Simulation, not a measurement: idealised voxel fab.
You're looking at the process module voxel transistor to metal.
For reference, the cross-section in this document is cut, with width 155 nm and square cells of 5 nm.
Cross-sections here: square-cell grids, written as top-down lists of bands, a band being one or more rows of cells.
Look at the band entry: it leads with the top's height and the bottom's height in nm. Then it lists the materials left to right, with a width in nm for each. The word "everywhere" on a single material says that material fills the band edge to edge. The word "blank" is empty space.
Heights from 0 (as-received wafer is one material below). Bottom band endless downward, as "from 0 down".
Read "30->40" as a graded width: first number on top, second number at the bottom, same change between each pair of neighbouring rows.
Where the words "no modifications" appear for a step, the cross-section shows no cell changed by that step; every cell remained as before.
The list in "Listed closed voids" covers empty spaces of 8 cells or more that cannot reach the top through any open way, and it gives each as width x height at distance; the distance is from the left edge, and width, height and distance are in nm.
On a step's line, text after the settings is the simulator commenting on that step.
Among the settings permitted on a step's line is "overlay nm"; applied to a step with a mask, it specifies the extent to which the mask lay to the right of its planned position, whereas a negative figure signifies a position to the left.
Intended process steps:
| 1 | RECEIVE, material Si |
| 2 | OXIDIZE, depth nm 5 |
| 3 | CONFORMAL_DEP, material SiN, thk nm 10 |
| 4 | MASKED_ETCH, tone cover, mask id ACTIVE, width nm 120, etch materials SiN, depth nm 10, overlay nm 0 |
| 5 | MASKED_ETCH, tone cover, mask id ACTIVE, width nm 120, etch materials SiO2, depth nm 5, overlay nm 0 |
| 6 | MASKED_ETCH, tone cover, mask id ACTIVE, width nm 120, etch materials Si, depth nm 20, overlay nm 0 |
| 7 | FILL_DEP, material SiO2, thk nm 15 |
| 8 | CMP, height nm 10 |
| 9 | SELECTIVE_ETCH, etch materials SiO2, depth nm 10 |
| 10 | STRIP, etch materials SiN |
| 11 | SELECTIVE_ETCH, etch materials SiO2, depth nm 5 |
| 12 | OXIDIZE, depth nm 5 |
| 13 | DIRECTIONAL_DEP, material polySi, thk nm 20 |
| 14 | DIRECTIONAL_DEP, material SiCN, thk nm 10 |
| 15 | MASKED_ETCH, tone cover, mask id GATE, width nm 30, etch materials SiCN, depth nm 20, overlay nm 0 |
| 16 | MASKED_ETCH, tone cover, mask id GATE, width nm 30, etch materials polySi, depth nm 30, overlay nm 0 |
| 17 | CONFORMAL_DEP, material SiN, thk nm 10 |
| 18 | DIRECTIONAL_ETCH, etch materials SiN, depth nm 10 |
| 19 | DIRECTIONAL_ETCH, etch materials SiO2, depth nm 5 |
| 20 | EPI, material pSi, thk nm 5 |
| 21 | FILL_DEP, material SiO2, thk nm 5 |
| 22 | CMP, height nm 15 |
| 23 | STRIP, etch materials polySi |
| 24 | SELECTIVE_ETCH, etch materials SiO2, depth nm 5 |
| 25 | CONFORMAL_DEP, material HfO2, thk nm 5 |
| 26 | CONFORMAL_DEP, material TiN, thk nm 5 |
| 27 | FILL_DEP, material W, thk nm 10 |
| 28 | CMP, height nm 10 |
| 29 | DIRECTIONAL_DEP, material SiO2, thk nm 15 |
| 30 | PATTERN, tone open, mask id CONTACT, material resist, width nm 20, pitch nm 80, thk nm 15, overlay nm 0 |
| 31 | DIRECTIONAL_ETCH, etch materials SiO2, depth nm 30 |
| 32 | STRIP, etch materials resist |
| 33 | CONFORMAL_DEP, material TiN, thk nm 5 |
| 34 | FILL_DEP, material W, thk nm 5 |
| 35 | CMP, height nm 25 |
| 36 | DIRECTIONAL_DEP, material TiN, thk nm 5 |
| 37 | DIRECTIONAL_DEP, material Ru, thk nm 20 |
| 38 | PATTERN, tone cover, mask id METAL_1, material resist, width nm 20, pitch nm 80, thk nm 15, overlay nm 0 |
| 39 | DIRECTIONAL_ETCH, etch materials Ru, depth nm 20 |
| 40 | DIRECTIONAL_ETCH, etch materials TiN, depth nm 5 |
| 41 | STRIP, etch materials resist |
| 42 | FILL_DEP, material lowk, thk nm 5 |
| 43 | CMP, height nm 50 |
| 44 | CONFORMAL_DEP, material SiCN, thk nm 5 |
Cross-section: wafer on arrival = after step 1:
    from 0 down = Si everywhere
    Listed closed voids: none
Wafer cross-section at module end: first of two, run to plan:
    from 55 to 50 = SiCN everywhere
    from 50 to 30 = lowk=25, then Ru=20, then lowk=60, then Ru=20, then lowk=30
    from 30 to 25 = lowk=25, then TiN=20, then lowk=60, then TiN=20, then lowk=30
    from 25 to 10 = SiO2=25, then TiN=5, then W=10, then TiN=5, then SiO2=60, then TiN=5, then W=10, then TiN=5, then SiO2=30
    from 10 to 0 = SiO2=25, then TiN=5, then W=10, then TiN=5, then SiO2=5, then SiN=10, then HfO2=5, then TiN=5, then W=10, then TiN=5, then HfO2=5, then SiN=10, then SiO2=5, then TiN=5, then W=10, then TiN=5, then SiO2=30
    from 0 to -5 = SiO2=25, then TiN=20, then SiO2=5, then SiN=10, then HfO2=5, then TiN=20, then HfO2=5, then SiN=10, then SiO2=5, then TiN=20, then SiO2=30
    from -5 to -10 = SiO2=10, then pSi=40, then SiO2=5, then HfO2=40, then SiO2=5, then pSi=40, then SiO2=15
    from -10 to -25 = SiO2=15, then Si=120, then SiO2=20
    from -25 down = Si everywhere
    Listed closed voids: none
Second of two wafers, module complete, sectioned: it shares the first wafer's start and plan but was run with one mistake:
    from 55 to 50 = SiCN everywhere
    from 50 to 30 = lowk=20, then Ru=30, then lowk=50, then Ru=30, then lowk=25
    from 30 to 25 = lowk=20, then TiN=30, then lowk=50, then TiN=30, then lowk=25
    from 25 to 10 = SiO2=25, then TiN=5, then W=10, then TiN=5, then SiO2=60, then TiN=5, then W=10, then TiN=5, then SiO2=30
    from 10 to 0 = SiO2=25, then TiN=5, then W=10, then TiN=5, then SiO2=5, then SiN=10, then HfO2=5, then TiN=5, then W=10, then TiN=5, then HfO2=5, then SiN=10, then SiO2=5, then TiN=5, then W=10, then TiN=5, then SiO2=30
    from 0 to -5 = SiO2=25, then TiN=20, then SiO2=5, then SiN=10, then HfO2=5, then TiN=20, then HfO2=5, then SiN=10, then SiO2=5, then TiN=20, then SiO2=30
    from -5 to -10 = SiO2=10, then pSi=40, then SiO2=5, then HfO2=40, then SiO2=5, then pSi=40, then SiO2=15
    from -10 to -25 = SiO2=15, then Si=120, then SiO2=20
    from -25 down = Si everywhere
    Listed closed voids: none
Which mistake was made when the wafer was run? step 38 was not run as planned; what actually ran was PATTERN, tone cover, mask id METAL_1, material resist, width nm 30, pitch nm 80, thk nm 15, overlay nm 0
Final comparison by cell count, materials where the second wafer has more or fewer than the first: Ru: 16 more; TiN: 4 more; lowk: 20 fewer
